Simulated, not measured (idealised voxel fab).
Proc. module: voxel fin reveal
This is section cut - it's 160 nm across, gridded in 5 nm square cells.
Throughout this document, each cross-section is represented as a grid of square cells and is presented as a sequence of bands enumerated from the top downward, where a band comprises one or more rows of cells.
The entry gives the band's vertical extent as a top height and a bottom height in nm, then its horizontal make-up as materials from left to right, each with a width in nm. "empty" stands for empty space; a single material marked "full width" fills the band edge to edge.
Measure heights from 0. That's the level where, below it, the as-received wafer is all one material. The lowest band is bottomless and extends downward; write it as in "0..down".
A width given as "30 to 40" starts at the first number in the band's top row and ends at the second number in its bottom row, shifting by an equal amount at every step from row to row.
When a step is marked "identical to before", none of the cells in the cross-section changed during that step.
Listed in "Closed void roster": every empty space of 8 or more cells without an open way to the top. Form: width x height at distance, the distance being from the left edge, all in nm.
Step line, after settings: the simulator's comment on this step.
The setting "overlay nm" may be written on the line of a step. When the step uses a mask, the value reports how far to the right of the planned place the mask lay, and a negative value reports that it lay to the left.
## Below is the list of planned process steps
1: RECEIVE (material Si)
2: CONFORMAL_DEP (material SiN; thk nm 5)
3: MASKED_ETCH (tone cover; mask id FINS; width nm 15; pitch nm 35; etch materials SiN; depth nm 5; overlay nm 0)
4: MASKED_ETCH (tone cover; mask id FINS; width nm 15; pitch nm 35; etch materials Si; depth nm 30; overlay nm 0)
5: FILL_DEP (material SiO2; thk nm 5)
6: CMP (height nm 5)
7: SELECTIVE_ETCH (etch materials SiO2; depth nm 20)
8: STRIP (etch materials SiN)
## This is the cross-section of the wafer as we received it, i.e. after step 1
0..down: Si full width
Closed void roster: none
## End-of-module cross-section of the first of two wafers, processed as planned
0..-15: 20 of empty, then 15 of Si, then 20 of empty, then 15 of Si, then 20 of empty, then 15 of Si, then 20 of empty, then 15 of Si, then 20 of empty
-15..-30: 20 of SiO2, then 15 of Si, then 20 of SiO2, then 15 of Si, then 20 of SiO2, then 15 of Si, then 20 of SiO2, then 15 of Si, then 20 of SiO2
-30..down: Si full width
Closed void roster: none
## Cross-section, second wafer: same start as the first, same plan as the first, one mistake in running it; taken at the end of the module
5..0: 20 of empty, then 15 of SiN, then 20 of empty, then 15 of SiN, then 20 of empty, then 15 of SiN, then 20 of empty, then 15 of SiN, then 20 of empty
0..-30: 20 of empty, then 15 of Si, then 20 of empty, then 15 of Si, then 20 of empty, then 15 of Si, then 20 of empty, then 15 of Si, then 20 of empty
-30..down: Si full width
Closed void roster: none
Deviation noted in wafer processing: note that step 8 departed from the planned setting and was carried out as STRIP (etch materials SiO2)
Cell-count delta at end, second wafer over first, by material: +12 SiN, -60 SiO2
